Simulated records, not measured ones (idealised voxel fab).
The document below concerns the process module designated voxel double patterning.
145 nm wide, 5 nm square cells: that's cross-section cut.
Bands, listed from the top down, are how a cross-section gets written in this document; the cross-section itself is a grid of square cells, and a band is one or more rows of them.
Band: top and bottom heights (nm) first, top before bottom; then materials from left to right, widths in nm. "edge to edge" marks a sole material filling the band edge to edge. "air" denotes empty space.
Ref level 0: as-received wafer is one material below here. Bottom band extends down with no lower bound ("0 down").
Width: "30->40" (first number = top row, second number = bottom row, same change from row to row of cells).
Step note "remains unaltered" = no cross-section cell changed.
"Trapped voids" - sealed voids, min. 8 cells, no opening to top; format: width x height at distance (distance from left edge; nm throughout).
That trailing text on a step's line, after the settings, is the simulator's own remark on the step.
For masked steps, "overlay nm" on the step line gives how far right of plan the mask actually lay; a minus sign means it lay to the left.
LISTED BELOW ARE THE PROCESS STEPS AS PLANNED
1,RECEIVE: material Si
2,CONFORMAL_DEP: material SiO2, thk nm 10
3,DIRECTIONAL_DEP: material W, thk nm 15
4,DIRECTIONAL_DEP: material SiN, thk nm 5
5,DIRECTIONAL_DEP: material aC, thk nm 5
6,PATTERN: tone open, mask id FIRST, material resist, width nm 15, pitch nm 50, thk nm 30, overlay nm 0
7,DIRECTIONAL_ETCH: etch materials aC, depth nm 15
8,STRIP: etch materials resist
9,DIRECTIONAL_ETCH: etch materials SiN, depth nm 5
10,STRIP: etch materials aC
11,DIRECTIONAL_DEP: material aC, thk nm 15
12,PATTERN: tone open, mask id SECOND, material resist, width nm 15, thk nm 30, overlay nm 0
13,DIRECTIONAL_ETCH: etch materials aC, depth nm 15
14,STRIP: etch materials resist
15,DIRECTIONAL_ETCH: etch materials SiN, depth nm 5
16,STRIP: etch materials aC
17,DIRECTIONAL_ETCH: etch materials W, depth nm 15
18,STRIP: etch materials SiN
varied across the wafers: thk nm of step 5. The plan shows the first wafer's value. All wafers start alike
INCOMING STATE OF THE FIRST OF SEVERAL WAFERS IN CROSS-SECTION: AFTER STEP 1
    0 down = Si edge to edge
    Trapped voids: none
THE FIRST OF SEVERAL WAFERS, SEEN IN CROSS-SECTION AFTER THE MODULE'S LAST STEP, STEP 18
    25 to 10 = 40 W  15 air  10 W  15 air  10 W  15 air  40 W
    10 to 0 = SiO2 edge to edge
    0 down = Si edge to edge
    Trapped voids: none
CROSS-SECTION OF THE LAST WAFER AT END OF MODULE
    25 to 10 = 65 W  15 air  65 W
    10 to 0 = SiO2 edge to edge
    0 down = Si edge to edge
    Trapped voids: none
FOR YOUR REFERENCE, THE TABLE IS ORGANIZED WITH A ROW PER WAFER; EACH ROW REFLECTS THE WAFER AT THE END OF THE MODULE, INDICATING FOR EACH MATERIAL THE CELLS GAINED (+) OR LOST (-) SINCE RECEIPT, AND THEREAFTER ITS CLOSED VOIDS
thk nm 5; +58 SiO2; +60 W; Trapped voids: none
thk nm 10; +58 SiO2; +60 W; Trapped voids: none
thk nm 15; +58 SiO2; +60 W; Trapped voids: none
thk nm 20; +58 SiO2; +78 W; Trapped voids: none
thk nm 25; +58 SiO2; +78 W; Trapped voids: none
thk nm 30; +58 SiO2; +78 W; Trapped voids: none
